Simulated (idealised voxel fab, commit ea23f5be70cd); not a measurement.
The document below concerns the process module designated voxel fin reveal.
180 nm wide, 5 nm square cells: that's cross-section cut.
Format of a cross-section: grid, square cells. Given as bands. Order: top down. Band: one or more rows of cells. What a band's entry tells you: where the top is and where the bottom is, as heights in nm, and after that what lies inside, material by material from left to right, each with its width in nm. Empty space is written as the word "air", and a single material marked with the word "all across" occupies the band from edge to edge. Where do heights start? At 0: under that level the wafer as delivered is made of one material only. And the lowest band has no floor; it just carries on downward, as in "z 0 and below". Note: "30..40" means the width goes from the first number (top row of the band) to the second number (bottom row) in equal steps per row of cells. It should be understood that the words "nothing changed", when stated for a given step, signify that the cross-section underwent no change in any of its cells during that step. Empty spaces counting at least 8 cells and having no open way to the top are listed in "Fully sealed cavities". The notation width x height at distance is used for each, the distance being from the left edge and all three values in nm. Note: text after step settings on the step line = simulator remark on that step. When a step includes a mask, the "overlay nm" setting on its line states how far to the right of its planned place that mask lay, and negative values state how far to the left.
So here's the lineup of process steps we planned
1: RECEIVE, material Si
2: CONFORMAL_DEP, material SiN, thk nm 10
3: MASKED_ETCH, tone cover, mask id FINS, width nm 15, pitch nm 35, etch materials SiN, depth nm 10, overlay nm 0
4: MASKED_ETCH, tone cover, mask id FINS, width nm 15, pitch nm 35, etch materials Si, depth nm 40, overlay nm 0
5: OXIDIZE, depth nm 5
6: FILL_DEP, material SiO2, thk nm 15
7: CMP, height nm 10
8: SELECTIVE_ETCH, etch materials SiO2, depth nm 35
9: STRIP, etch materials SiN
Below: the first of two wafers, run as planned
This is the cross-section of the wafer as we received it, i.e. after step 1
	z 0 and below = Si all across
	Fully sealed cavities: none
The wafer in cross-section once step 2 is complete
	z 10 to 0 = SiN all across
	All layers under 0 are left as they were.
The wafer in cross-section once step 3 is complete
	z 10 to 0 = air 65 nm  SiN 15 nm  air 20 nm  SiN 15 nm  air 65 nm
	All layers under 0 are left as they were.
The wafer in cross-section once step 4 is complete
	z 10 to 0 = air 65 nm  SiN 15 nm  air 20 nm  SiN 15 nm  air 65 nm
	z 0 to -40 = air 65 nm  Si 15 nm  air 20 nm  Si 15 nm  air 65 nm
	All layers under -40 are left as they were.
The wafer in cross-section once step 5 is complete
	z 10 to 0 = air 65 nm  SiN 15 nm  air 20 nm  SiN 15 nm  air 65 nm
	z 0 to -40 = air 65 nm  SiO2 5 nm  Si 5 nm  SiO2 5 nm  air 20 nm  SiO2 5 nm  Si 5 nm  SiO2 5 nm  air 65 nm
	z -40 to -45 = SiO2 70 nm  Si 5 nm  SiO2 30 nm  Si 5 nm  SiO2 70 nm
	All layers under -45 are left as they were.
The wafer in cross-section once step 6 is complete
	z 25 to 10 = SiO2 all across
	z 10 to 0 = SiO2 65 nm  SiN 15 nm  SiO2 20 nm  SiN 15 nm  SiO2 65 nm
	z 0 to -45 = SiO2 70 nm  Si 5 nm  SiO2 30 nm  Si 5 nm  SiO2 70 nm
	All layers under -45 are left as they were.
The wafer in cross-section once step 7 is complete
	z 10 to 0 = SiO2 65 nm  SiN 15 nm  SiO2 20 nm  SiN 15 nm  SiO2 65 nm
	All layers under 0 are left as they were.
The wafer in cross-section once step 8 is complete
	z 10 to 0 = air 65 nm  SiN 15 nm  air 20 nm  SiN 15 nm  air 65 nm
	z 0 to -25 = air 70 nm  Si 5 nm  air 30 nm  Si 5 nm  air 70 nm
	All layers under -25 are left as they were.
The wafer in cross-section once step 9 is complete
	z 0 to -25 = air 70 nm  Si 5 nm  air 30 nm  Si 5 nm  air 70 nm
	All layers under -25 are left as they were.
Wafer two of two - same starting point, same process plan, one mistake in execution; matches wafer one up to and including step 7
When step 8 should have ended
	z 10 to 0 = air 65 nm  SiN 15 nm  air 20 nm  SiN 15 nm  air 65 nm
	z 0 to -45 = air 70 nm  Si 5 nm  air 30 nm  Si 5 nm  air 70 nm
	All layers under -45 are left as they were.
When step 9 should have ended
	z 0 to -45 = air 70 nm  Si 5 nm  air 30 nm  Si 5 nm  air 70 nm
	All layers under -45 are left as they were.
Misprocessing identified: twice over, step 8 of the plan was run
Final tally in cells, some materials are higher or lower on the second wafer than on the first: -136 SiO2
